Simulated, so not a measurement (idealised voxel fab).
Module name: voxel air gaps (process module)
The cross-section shown here is cut; it is 195 nm wide and divided into square cells measuring 5 nm on a side.
For the purposes of this document, a cross-section shall be understood as a grid of square cells, specified as bands listed in top-to-bottom order, each band consisting of one or more rows of cells. For a band, the entry starts with two heights in nm, that of the top and then that of the bottom, and carries on with the band's materials in order from left to right, each alongside its width in nm; the word "full width" beside a single material means it fills the band edge to edge, and "empty" means empty space. All heights in this document are referenced to 0, defined as the level beneath which the wafer, as received, consists entirely of one material. The lowest band is not bounded below; it extends indefinitely downward and is written in the form "z 0 and below". It should be noted that a width expressed as "30->40" varies in equal increments from row to row of cells within the band, taking the value of the first number at the top row and that of the second number at the bottom row. Where the words "identical to before" appear for a step, the cross-section shows no cell changed by that step; every cell remained as before. Listed in "Sealed voids": every empty space of 8 or more cells without an open way to the top. Form: width x height at distance, the distance being from the left edge, all in nm. If you see something after the settings on a step's line, that's the simulator's own remark about that step. On any step carrying a mask, the "overlay nm" setting, if present on the step's line, tells how far right of its planned place the mask lay; negative values point to the left.
Planned step list for the process:
| 1 | RECEIVE, material Si |
| 2 | CONFORMAL_DEP, material SiO2, thk nm 10 |
| 3 | CONFORMAL_DEP, material SiN, thk nm 5 |
| 4 | DIRECTIONAL_DEP, material SiO2, thk nm 35 |
| 5 | MASKED_ETCH, tone open, mask id LINES, width nm 15, pitch nm 40, etch materials SiO2, depth nm 35, overlay nm 0 |
| 6 | CONFORMAL_DEP, material TiN, thk nm 5 |
| 7 | FILL_DEP, material W, thk nm 10 |
| 8 | CMP, height nm 50 |
| 9 | EPI, material Ru, thk nm 10 |
| 10 | SELECTIVE_ETCH, etch materials SiO2, depth nm 45 |
| 11 | CONFORMAL_DEP, material SiN, thk nm 5 |
First of two wafers, with the run carried out as planned:
Wafer cross-section on receipt, i.e. after step 1:
z 0 and below: Si full width
Sealed voids: none
Cross-section: wafer state after step 2:
z 10 to 0: SiO2 full width
Below 0, the layers are the same as they were.
Cross-section: wafer state after step 3:
z 15 to 10: SiN full width
Below 10, the layers are the same as they were.
Cross-section: wafer state after step 4:
z 50 to 15: SiO2 full width
Below 15, the layers are the same as they were.
Cross-section: wafer state after step 5:
z 50 to 15: SiO2: 50, then empty: 15, then SiO2: 25, then empty: 15, then SiO2: 25, then empty: 15, then SiO2: 50
Below 15, the layers are the same as they were.
Cross-section: wafer state after step 6:
z 55 to 50: TiN: 55, then empty: 5, then TiN: 35, then empty: 5, then TiN: 35, then empty: 5, then TiN: 55
z 50 to 20: SiO2: 50, then TiN: 5, then empty: 5, then TiN: 5, then SiO2: 25, then TiN: 5, then empty: 5, then TiN: 5, then SiO2: 25, then TiN: 5, then empty: 5, then TiN: 5, then SiO2: 50
z 20 to 15: SiO2: 50, then TiN: 15, then SiO2: 25, then TiN: 15, then SiO2: 25, then TiN: 15, then SiO2: 50
Below 15, the layers are the same as they were.
Cross-section: wafer state after step 7:
z 65 to 55: W full width
z 55 to 50: TiN: 55, then W: 5, then TiN: 35, then W: 5, then TiN: 35, then W: 5, then TiN: 55
z 50 to 20: SiO2: 50, then TiN: 5, then W: 5, then TiN: 5, then SiO2: 25, then TiN: 5, then W: 5, then TiN: 5, then SiO2: 25, then TiN: 5, then W: 5, then TiN: 5, then SiO2: 50
Below 20, the layers are the same as they were.
Cross-section: wafer state after step 8:
z 50 to 20: SiO2: 50, then TiN: 5, then W: 5, then TiN: 5, then SiO2: 25, then TiN: 5, then W: 5, then TiN: 5, then SiO2: 25, then TiN: 5, then W: 5, then TiN: 5, then SiO2: 50
Below 20, the layers are the same as they were.
Cross-section: wafer state after step 9:
z 60 to 50: empty: 40, then Ru: 35, then empty: 5, then Ru: 35, then empty: 5, then Ru: 35, then empty: 40
Below 50, the layers are the same as they were.
Cross-section: wafer state after step 10:
z 60 to 50: empty: 40, then Ru: 35, then empty: 5, then Ru: 35, then empty: 5, then Ru: 35, then empty: 40
z 50 to 20: empty: 50, then TiN: 5, then W: 5, then TiN: 5, then empty: 25, then TiN: 5, then W: 5, then TiN: 5, then empty: 25, then TiN: 5, then W: 5, then TiN: 5, then empty: 50
z 20 to 15: empty: 50, then TiN: 15, then empty: 25, then TiN: 15, then empty: 25, then TiN: 15, then empty: 50
Below 15, the layers are the same as they were.
Cross-section: wafer state after step 11:
z 65 to 60: empty: 35, then SiN: 125, then empty: 35
z 60 to 50: empty: 35, then SiN: 5, then Ru: 35, then SiN: 5, then Ru: 35, then SiN: 5, then Ru: 35, then SiN: 5, then empty: 35
z 50 to 45: empty: 35, then SiN: 15, then TiN: 5, then W: 5, then TiN: 5, then SiN: 25, then TiN: 5, then W: 5, then TiN: 5, then SiN: 25, then TiN: 5, then W: 5, then TiN: 5, then SiN: 15, then empty: 35
z 45 to 20: empty: 45, then SiN: 5, then TiN: 5, then W: 5, then TiN: 5, then SiN: 5, then empty: 15, then SiN: 5, then TiN: 5, then W: 5, then TiN: 5, then SiN: 5, then empty: 15, then SiN: 5, then TiN: 5, then W: 5, then TiN: 5, then SiN: 5, then empty: 45
z 20 to 15: SiN: 50, then TiN: 15, then SiN: 25, then TiN: 15, then SiN: 25, then TiN: 15, then SiN: 50
Below 15, the layers are the same as they were.
Sealed voids: 15 x 25 at 70; 15 x 25 at 110
Regarding the second of the two wafers: it shared the first wafer's starting condition and process plan, yet one error occurred during its execution. Its history coincides with that of the first wafer up to and including step 4:
When step 5 should have ended:
z 50 to 15: SiO2: 45, then empty: 25, then SiO2: 15, then empty: 25, then SiO2: 15, then empty: 25, then SiO2: 45
Below 15, the layers are the same as they were.
When step 6 should have ended:
z 55 to 50: TiN: 50, then empty: 15, then TiN: 25, then empty: 15, then TiN: 25, then empty: 15, then TiN: 50
z 50 to 20: SiO2: 45, then TiN: 5, then empty: 15, then TiN: 5, then SiO2: 15, then TiN: 5, then empty: 15, then TiN: 5, then SiO2: 15, then TiN: 5, then empty: 15, then TiN: 5, then SiO2: 45
z 20 to 15: SiO2: 45, then TiN: 25, then SiO2: 15, then TiN: 25, then SiO2: 15, then TiN: 25, then SiO2: 45
Below 15, the layers are the same as they were.
When step 7 should have ended:
z 65 to 55: W full width
z 55 to 50: TiN: 50, then W: 15, then TiN: 25, then W: 15, then TiN: 25, then W: 15, then TiN: 50
z 50 to 20: SiO2: 45, then TiN: 5, then W: 15, then TiN: 5, then SiO2: 15, then TiN: 5, then W: 15, then TiN: 5, then SiO2: 15, then TiN: 5, then W: 15, then TiN: 5, then SiO2: 45
Below 20, the layers are the same as they were.
When step 8 should have ended:
z 50 to 20: SiO2: 45, then TiN: 5, then W: 15, then TiN: 5, then SiO2: 15, then TiN: 5, then W: 15, then TiN: 5, then SiO2: 15, then TiN: 5, then W: 15, then TiN: 5, then SiO2: 45
Below 20, the layers are the same as they were.
When step 9 should have ended:
z 60 to 50: empty: 35, then Ru: 125, then empty: 35
Below 50, the layers are the same as they were.
When step 10 should have ended:
z 60 to 50: empty: 35, then Ru: 125, then empty: 35
z 50 to 20: empty: 45, then TiN: 5, then W: 15, then TiN: 5, then SiO2: 15, then TiN: 5, then W: 15, then TiN: 5, then SiO2: 15, then TiN: 5, then W: 15, then TiN: 5, then empty: 45
z 20 to 15: empty: 45, then TiN: 25, then SiO2: 15, then TiN: 25, then SiO2: 15, then TiN: 25, then empty: 45
Below 15, the layers are the same as they were.
When step 11 should have ended:
z 65 to 60: empty: 30, then SiN: 135, then empty: 30
z 60 to 50: empty: 30, then SiN: 5, then Ru: 125, then SiN: 5, then empty: 30
z 50 to 45: empty: 30, then SiN: 15, then TiN: 5, then W: 15, then TiN: 5, then SiO2: 15, then TiN: 5, then W: 15, then TiN: 5, then SiO2: 15, then TiN: 5, then W: 15, then TiN: 5, then SiN: 15, then empty: 30
z 45 to 20: empty: 40, then SiN: 5, then TiN: 5, then W: 15, then TiN: 5, then SiO2: 15, then TiN: 5, then W: 15, then TiN: 5, then SiO2: 15, then TiN: 5, then W: 15, then TiN: 5, then SiN: 5, then empty: 40
z 20 to 15: SiN: 45, then TiN: 25, then SiO2: 15, then TiN: 25, then SiO2: 15, then TiN: 25, then SiN: 45
Below 15, the layers are the same as they were.
what went wrong: contrary to plan, step 5 was performed as MASKED_ETCH, tone open, mask id LINES, width nm 25, pitch nm 40, etch materials SiO2, depth nm 35, overlay nm 0
Per the end-of-run cell counts, the second wafer holds more or fewer of some materials than the first: +8 Ru | -44 SiN | +42 SiO2 | +6 TiN | +36 W
Ultimately, the number of closed voids is 2 in the first wafer and 0 in the second wafer.
